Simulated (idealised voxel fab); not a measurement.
Name of the process module below: voxel wiring stack
The cross-section shown here is cut; it is 240 nm wide and divided into square cells measuring 5 nm on a side.
Cross-section, as written here: a square-cell grid given band by band from the top down, where a band holds one or more rows of cells.
It is stipulated that each band's entry specify, in nanometres, the height of the top of the band and then that of its bottom, followed by the materials of the band in left-to-right sequence, each together with its width in nanometres. A single material marked by the word "throughout" is understood to fill the band from edge to edge; the word "empty" is understood to denote empty space.
Heights are reckoned from 0. Under this level, the received wafer is all of one material. The bottommost band is open-ended downward, for example "0 down".
The width entry "30->40" should be interpreted row by row: the top row of cells in the band takes the first number, the bottom row takes the second number, and the change between adjacent rows is uniform throughout.
Take "remained the same" at face value: in the step it is given for, the cross-section changed in none of its cells.
In the "Enclosed internal voids" entry, you get each enclosed empty space of 8 cells or more, one with no open way to the top, written width x height at distance, distance from the left edge, in nm.
Note: text after step settings on the step line = simulator remark on that step.
Each step line may optionally specify "overlay nm", which for a step with a mask gives the rightward distance between the mask's planned place and where it lay, a negative value indicating the leftward direction.
### Process steps - plan
| 1 | RECEIVE (material Si) |
| 2 | CONFORMAL_DEP (material SiO2; thk nm 15) |
| 3 | DIRECTIONAL_DEP (material TiN; thk nm 5) |
| 4 | DIRECTIONAL_DEP (material Ru; thk nm 15) |
| 5 | PATTERN (tone cover; mask id METAL_1; material resist; width nm 25; pitch nm 55; thk nm 15; overlay nm 0) |
| 6 | DIRECTIONAL_ETCH (etch materials Ru; depth nm 15) |
| 7 | DIRECTIONAL_ETCH (etch materials TiN; depth nm 5) |
| 8 | STRIP (etch materials resist) |
| 9 | CONFORMAL_DEP (material SiCN; thk nm 5) |
| 10 | FILL_DEP (material lowk; thk nm 5) |
| 11 | CMP (height nm 35) |
| 12 | CONFORMAL_DEP (material SiCN; thk nm 5) |
| 13 | DIRECTIONAL_DEP (material SiO2; thk nm 30) |
| 14 | DIRECTIONAL_DEP (material aC; thk nm 10) |
| 15 | PATTERN (tone open; mask id METAL_2_HOLES; material resist; width nm 15; pitch nm 55; thk nm 25; overlay nm 0) |
| 16 | DIRECTIONAL_ETCH (etch materials aC; depth nm 10) |
| 17 | STRIP (etch materials resist) |
| 18 | DIRECTIONAL_ETCH (etch materials SiO2; depth nm 30) |
| 19 | STRIP (etch materials aC) |
| 20 | DIRECTIONAL_DEP (material aC; thk nm 15) |
| 21 | PATTERN (tone open; mask id METAL_2; material resist; width nm 25; pitch nm 55; thk nm 35; overlay nm 0) |
| 22 | DIRECTIONAL_ETCH (etch materials aC; depth nm 15) |
| 23 | STRIP (etch materials resist) |
| 24 | DIRECTIONAL_ETCH (etch materials SiO2; depth nm 15) |
| 25 | DIRECTIONAL_ETCH (etch materials SiCN; depth nm 5) |
| 26 | STRIP (etch materials aC) |
| 27 | CONFORMAL_DEP (material TiN; thk nm 5) |
| 28 | FILL_DEP (material Ru; thk nm 5) |
| 29 | CMP (height nm 70) |
| 30 | CONFORMAL_DEP (material SiCN; thk nm 5) |
### Cross-section, incoming material, after step 1
  0 down | Si throughout
  Enclosed internal voids: none
### first wafer at the end, as planned
  75 to 70 | SiCN throughout
  70 to 60 | SiO2 50 nm | TiN 5 nm | Ru 15 nm | TiN 5 nm | SiO2 30 nm | TiN 5 nm | Ru 15 nm | TiN 5 nm | SiO2 30 nm | TiN 5 nm | Ru 15 nm | TiN 5 nm | SiO2 55 nm
  60 to 55 | SiO2 50 nm | TiN 5 nm | Ru 5 nm | TiN 15 nm | SiO2 30 nm | TiN 5 nm | Ru 5 nm | TiN 15 nm | SiO2 30 nm | TiN 5 nm | Ru 5 nm | TiN 15 nm | SiO2 55 nm
  55 to 40 | SiO2 50 nm | TiN 5 nm | Ru 5 nm | TiN 5 nm | SiO2 40 nm | TiN 5 nm | Ru 5 nm | TiN 5 nm | SiO2 40 nm | TiN 5 nm | Ru 5 nm | TiN 5 nm | SiO2 65 nm
  40 to 35 | SiCN 50 nm | TiN 15 nm | SiCN 40 nm | TiN 15 nm | SiCN 40 nm | TiN 15 nm | SiCN 65 nm
  35 to 20 | lowk 45 nm | SiCN 5 nm | Ru 25 nm | SiCN 5 nm | lowk 20 nm | SiCN 5 nm | Ru 25 nm | SiCN 5 nm | lowk 20 nm | SiCN 5 nm | Ru 25 nm | SiCN 5 nm | lowk 50 nm
  20 to 15 | SiCN 50 nm | TiN 25 nm | SiCN 30 nm | TiN 25 nm | SiCN 30 nm | TiN 25 nm | SiCN 55 nm
  15 to 0 | SiO2 throughout
  0 down | Si throughout
  Enclosed internal voids: none
### Presented here is a cross-section of the second of the two wafers as it stood at the end of the module. It was started in the same manner and assigned the same plan as the first wafer; however, one mistake was made in its execution
  75 to 70 | SiCN throughout
  70 to 60 | SiO2 50 nm | TiN 5 nm | Ru 15 nm | TiN 5 nm | SiO2 30 nm | TiN 5 nm | Ru 15 nm | TiN 5 nm | SiO2 30 nm | TiN 5 nm | Ru 15 nm | TiN 5 nm | SiO2 55 nm
  60 to 55 | SiO2 50 nm | TiN 5 nm | Ru 5 nm | TiN 15 nm | SiO2 30 nm | TiN 5 nm | Ru 5 nm | TiN 15 nm | SiO2 30 nm | TiN 5 nm | Ru 5 nm | TiN 15 nm | SiO2 55 nm
  55 to 40 | SiO2 50 nm | TiN 5 nm | Ru 5 nm | TiN 5 nm | SiO2 40 nm | TiN 5 nm | Ru 5 nm | TiN 5 nm | SiO2 40 nm | TiN 5 nm | Ru 5 nm | TiN 5 nm | SiO2 65 nm
  40 to 35 | SiCN 50 nm | TiN 15 nm | SiCN 40 nm | TiN 15 nm | SiCN 40 nm | TiN 15 nm | SiCN 65 nm
  35 to 30 | lowk 45 nm | SiCN 35 nm | lowk 20 nm | SiCN 35 nm | lowk 20 nm | SiCN 35 nm | lowk 50 nm
  30 to 20 | lowk 45 nm | SiCN 5 nm | Ru 25 nm | SiCN 5 nm | lowk 20 nm | SiCN 5 nm | Ru 25 nm | SiCN 5 nm | lowk 20 nm | SiCN 5 nm | Ru 25 nm | SiCN 5 nm | lowk 50 nm
  20 to 15 | SiCN 50 nm | TiN 25 nm | SiCN 30 nm | TiN 25 nm | SiCN 30 nm | TiN 25 nm | SiCN 55 nm
  15 to 0 | SiO2 throughout
  0 down | Si throughout
  Enclosed internal voids: none
Nonconformance to the process plan: not per plan at step 4, really ran DIRECTIONAL_DEP (material Ru; thk nm 10)
Final wafer comparison in cells, second versus first, more or fewer per material: Ru: 15 fewer; SiCN: 15 more
